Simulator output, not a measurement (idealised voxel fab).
Documented hereafter: the process module known as voxel transistor to metal.
The cross-section on display is named cut; it measures 265 nm wide, and its cells are 5 nm squares.
Bands, listed from the top down, are how a cross-section gets written in this document; the cross-section itself is a grid of square cells, and a band is one or more rows of them. This entry defines a band. It first specifies the height of the band's top and the height of its bottom in nm, and then specifies the band's materials from left to right, stating each material with its width in nm. The word "throughout" identifies a single material that fills the band from edge to edge, while the word "empty" identifies empty space. Counting heights begins at 0, where everything beneath is, in the wafer as received, one material. The lowest band has no bottom; it goes on downwards, as "from 0 down" shows. A two-number width, for instance "30..40", indicates that the width is equal to the first number in the top row of the band and to the second number in the bottom row, and that it changes by a constant amount per row of cells. Reading "no modification" for a step: not a cell of the cross-section changed in it. Entry "Closed voids list". Content: empty spaces with no open connection to the top, size 8 cells or greater. Each: width x height at distance. Distance: from left edge. Unit: nm. That trailing text on a step's line, after the settings, is the simulator's own remark on the step. "overlay nm" on a masked step: distance the mask lay right of its planned place, negative for left.

PLANNED STEP LIST FOR THE PROCESS
1. RECEIVE | material Si
2. CONFORMAL_DEP | material SiO2 | thk nm 5
3. CONFORMAL_DEP | material SiN | thk nm 10
4. DIRECTIONAL_DEP | material aC | thk nm 10
5. PATTERN | tone cover | mask id ACTIVE | material resist | width nm 105 | pitch nm 125 | thk nm 30 | overlay nm 0
6. DIRECTIONAL_ETCH | etch materials aC | depth nm 10
7. STRIP | etch materials resist
8. DIRECTIONAL_ETCH | etch materials SiN | depth nm 10
9. DIRECTIONAL_ETCH | etch materials SiO2 | depth nm 5
10. DIRECTIONAL_ETCH | etch materials Si | depth nm 35
11. STRIP | etch materials aC
12. FILL_DEP | material SiO2 | thk nm 10
13. CMP | height nm 15
14. SELECTIVE_ETCH | etch materials SiO2 | depth nm 5
15. STRIP | etch materials SiN
16. SELECTIVE_ETCH | etch materials SiO2 | depth nm 5
17. OXIDIZE | depth nm 5
18. DIRECTIONAL_DEP | material polySi | thk nm 25
19. DIRECTIONAL_DEP | material SiCN | thk nm 15
20. MASKED_ETCH | tone cover | mask id GATE | width nm 25 | pitch nm 125 | etch materials SiCN | depth nm 25 | overlay nm 0
21. MASKED_ETCH | tone cover | mask id GATE | width nm 25 | pitch nm 125 | etch materials polySi | depth nm 35 | overlay nm 0
22. CONFORMAL_DEP | material SiN | thk nm 5
23. DIRECTIONAL_ETCH | etch materials SiN | depth nm 5
24. DIRECTIONAL_ETCH | etch materials SiO2 | depth nm 5
25. EPI | material nSi | thk nm 5
26. FILL_DEP | material SiO2 | thk nm 10
27. CMP | height nm 25
28. STRIP | etch materials polySi
29. SELECTIVE_ETCH | etch materials SiO2 | depth nm 5
30. CONFORMAL_DEP | material HfO2 | thk nm 5
31. CONFORMAL_DEP | material TiN | thk nm 5
32. FILL_DEP | material W | thk nm 10
33. CMP | height nm 20
34. DIRECTIONAL_DEP | material SiO2 | thk nm 10
35. PATTERN | tone open | mask id CONTACT | material resist | width nm 15 | thk nm 20 | overlay nm -10
36. DIRECTIONAL_ETCH | etch materials SiO2 | depth nm 30
37. STRIP | etch materials resist
38. CONFORMAL_DEP | material TiN | thk nm 5
39. FILL_DEP | material Ru | thk nm 10
40. CMP | height nm 30
41. CONFORMAL_DEP | material SiN | thk nm 5
42. DIRECTIONAL_DEP | material lowk | thk nm 15
43. PATTERN | tone open | mask id METAL_1 | material resist | width nm 15 | thk nm 15 | overlay nm 0
44. DIRECTIONAL_ETCH | etch materials lowk | depth nm 15
45. DIRECTIONAL_ETCH | etch materials SiN | depth nm 5
46. STRIP | etch materials resist
47. CONFORMAL_DEP | material TiN | thk nm 5
48. FILL_DEP | material Cu | thk nm 5
49. CMP | height nm 50
50. EPI | material Ru | thk nm 5
51. FILL_DEP | material SiCN | thk nm 5
Same starting wafers, different overlay nm at step 35. Plan value belongs to the first wafer.

FIRST OF SEVERAL WAFERS, RECEIVED AFTER STEP 1, IN CROSS-SECTION
* from 0 down | Si throughout
* Closed voids list: none

FIRST OF SEVERAL WAFERS IN CROSS-SECTION AT MODULE END, FOLLOWING THE FINAL STEP, STEP 51
* from 60 to 55 | SiCN throughout
* from 55 to 50 | SiCN 20 nm | Ru 25 nm | SiCN 45 nm | Ru 25 nm | SiCN 30 nm | Ru 25 nm | SiCN 45 nm | Ru 25 nm | SiCN 25 nm
* from 50 to 35 | lowk 25 nm | TiN 5 nm | Cu 5 nm | TiN 5 nm | lowk 55 nm | TiN 5 nm | Cu 5 nm | TiN 5 nm | lowk 40 nm | TiN 5 nm | Cu 5 nm | TiN 5 nm | lowk 55 nm | TiN 5 nm | Cu 5 nm | TiN 5 nm | lowk 30 nm
* from 35 to 30 | SiN 25 nm | TiN 15 nm | SiN 55 nm | TiN 15 nm | SiN 40 nm | TiN 15 nm | SiN 55 nm | TiN 15 nm | SiN 30 nm
* from 30 to 20 | SiO2 15 nm | TiN 5 nm | Ru 5 nm | TiN 5 nm | SiO2 55 nm | TiN 5 nm | Ru 5 nm | TiN 5 nm | SiO2 40 nm | TiN 5 nm | Ru 5 nm | TiN 5 nm | SiO2 55 nm | TiN 5 nm | Ru 5 nm | TiN 5 nm | SiO2 40 nm
* from 20 to 5 | SiO2 15 nm | TiN 5 nm | Ru 5 nm | TiN 5 nm | SiO2 20 nm | SiN 5 nm | HfO2 5 nm | TiN 5 nm | W 5 nm | TiN 5 nm | HfO2 5 nm | SiN 5 nm | TiN 5 nm | Ru 5 nm | TiN 5 nm | SiO2 40 nm | TiN 5 nm | Ru 5 nm | TiN 5 nm | SiO2 20 nm | SiN 5 nm | HfO2 5 nm | TiN 5 nm | W 5 nm | TiN 5 nm | HfO2 5 nm | SiN 5 nm | TiN 5 nm | Ru 5 nm | TiN 5 nm | SiO2 40 nm
* from 5 to 0 | SiO2 10 nm | SiN 5 nm | TiN 15 nm | SiO2 20 nm | SiN 5 nm | HfO2 5 nm | TiN 15 nm | HfO2 5 nm | SiN 5 nm | TiN 15 nm | SiO2 20 nm | SiN 5 nm | SiO2 10 nm | SiN 5 nm | TiN 15 nm | SiO2 20 nm | SiN 5 nm | HfO2 5 nm | TiN 15 nm | HfO2 5 nm | SiN 5 nm | TiN 15 nm | SiO2 20 nm | SiN 5 nm | SiO2 15 nm
* from 0 to -5 | SiO2 15 nm | nSi 35 nm | HfO2 35 nm | nSi 35 nm | SiO2 20 nm | nSi 35 nm | HfO2 35 nm | nSi 35 nm | SiO2 20 nm
* from -5 to -35 | SiO2 15 nm | Si 105 nm | SiO2 20 nm | Si 105 nm | SiO2 20 nm
* from -35 down | Si throughout
* Closed voids list: none

THE LAST WAFER AS SEEN IN CROSS-SECTION AT THE END OF THE MODULE
* from 60 to 55 | SiCN throughout
* from 55 to 50 | SiCN 20 nm | Ru 25 nm | SiCN 45 nm | Ru 25 nm | SiCN 30 nm | Ru 25 nm | SiCN 45 nm | Ru 25 nm | SiCN 25 nm
* from 50 to 35 | lowk 25 nm | TiN 5 nm | Cu 5 nm | TiN 5 nm | lowk 55 nm | TiN 5 nm | Cu 5 nm | TiN 5 nm | lowk 40 nm | TiN 5 nm | Cu 5 nm | TiN 5 nm | lowk 55 nm | TiN 5 nm | Cu 5 nm | TiN 5 nm | lowk 30 nm
* from 35 to 30 | SiN 25 nm | TiN 15 nm | SiN 55 nm | TiN 15 nm | SiN 40 nm | TiN 15 nm | SiN 55 nm | TiN 15 nm | SiN 30 nm
* from 30 to 25 | SiO2 40 nm | TiN 5 nm | Ru 5 nm | TiN 5 nm | SiO2 55 nm | TiN 5 nm | Ru 5 nm | TiN 5 nm | SiO2 40 nm | TiN 5 nm | Ru 5 nm | TiN 5 nm | SiO2 55 nm | TiN 5 nm | Ru 5 nm | TiN 5 nm | SiO2 15 nm
* from 25 to 20 | SiO2 40 nm | TiN 15 nm | SiO2 55 nm | TiN 5 nm | Ru 5 nm | TiN 5 nm | SiO2 40 nm | TiN 15 nm | SiO2 55 nm | TiN 5 nm | Ru 5 nm | TiN 5 nm | SiO2 15 nm
* from 20 to 10 | SiO2 40 nm | TiN 10 nm | SiN 5 nm | HfO2 5 nm | TiN 5 nm | W 5 nm | TiN 5 nm | HfO2 5 nm | SiN 5 nm | SiO2 25 nm | TiN 5 nm | Ru 5 nm | TiN 5 nm | SiO2 40 nm | TiN 10 nm | SiN 5 nm | HfO2 5 nm | TiN 5 nm | W 5 nm | TiN 5 nm | HfO2 5 nm | SiN 5 nm | SiO2 25 nm | TiN 5 nm | Ru 5 nm | TiN 5 nm | SiO2 15 nm
* from 10 to 5 | SiO2 40 nm | TiN 10 nm | SiN 5 nm | HfO2 5 nm | TiN 5 nm | W 5 nm | TiN 5 nm | HfO2 5 nm | SiN 5 nm | SiO2 25 nm | TiN 15 nm | SiO2 40 nm | TiN 10 nm | SiN 5 nm | HfO2 5 nm | TiN 5 nm | W 5 nm | TiN 5 nm | HfO2 5 nm | SiN 5 nm | SiO2 25 nm | TiN 15 nm | SiO2 15 nm
* from 5 to 0 | SiO2 10 nm | SiN 5 nm | SiO2 25 nm | TiN 10 nm | SiN 5 nm | HfO2 5 nm | TiN 15 nm | HfO2 5 nm | SiN 5 nm | SiO2 25 nm | TiN 10 nm | SiN 5 nm | SiO2 10 nm | SiN 5 nm | SiO2 25 nm | TiN 10 nm | SiN 5 nm | HfO2 5 nm | TiN 15 nm | HfO2 5 nm | SiN 5 nm | SiO2 25 nm | TiN 10 nm | SiN 5 nm | SiO2 15 nm
* from 0 to -5 | SiO2 15 nm | nSi 35 nm | HfO2 35 nm | nSi 35 nm | SiO2 20 nm | nSi 35 nm | HfO2 35 nm | nSi 35 nm | SiO2 20 nm
* from -5 to -35 | SiO2 15 nm | Si 105 nm | SiO2 20 nm | Si 105 nm | SiO2 20 nm
* from -35 down | Si throughout
* Closed voids list: none

PER WAFER, END OF MODULE: CELLS GAINED (+) OR LOST (-) PER MATERIAL SINCE RECEIPT, THEN CLOSED VOIDS
overlay nm -10 | +12 Cu | +30 HfO2 | +40 Ru | -119 Si | +86 SiCN | +61 SiN | +263 SiO2 | +106 TiN | +6 W | +123 lowk | +28 nSi | Closed voids list: none
overlay nm -5 | +12 Cu | +30 HfO2 | +40 Ru | -119 Si | +86 SiCN | +61 SiN | +263 SiO2 | +106 TiN | +6 W | +123 lowk | +28 nSi | Closed voids list: none
overlay nm 0 | +12 Cu | +30 HfO2 | +40 Ru | -119 Si | +86 SiCN | +61 SiN | +263 SiO2 | +106 TiN | +6 W | +123 lowk | +28 nSi | Closed voids list: none
overlay nm 5 | +12 Cu | +30 HfO2 | +40 Ru | -119 Si | +86 SiCN | +61 SiN | +263 SiO2 | +106 TiN | +6 W | +123 lowk | +28 nSi | Closed voids list: none
overlay nm 10 | +12 Cu | +30 HfO2 | +40 Ru | -119 Si | +86 SiCN | +61 SiN | +263 SiO2 | +106 TiN | +6 W | +123 lowk | +28 nSi | Closed voids list: none
overlay nm 15 | +12 Cu | +30 HfO2 | +30 Ru | -119 Si | +86 SiCN | +61 SiN | +273 SiO2 | +106 TiN | +6 W | +123 lowk | +28 nSi | Closed voids list: none
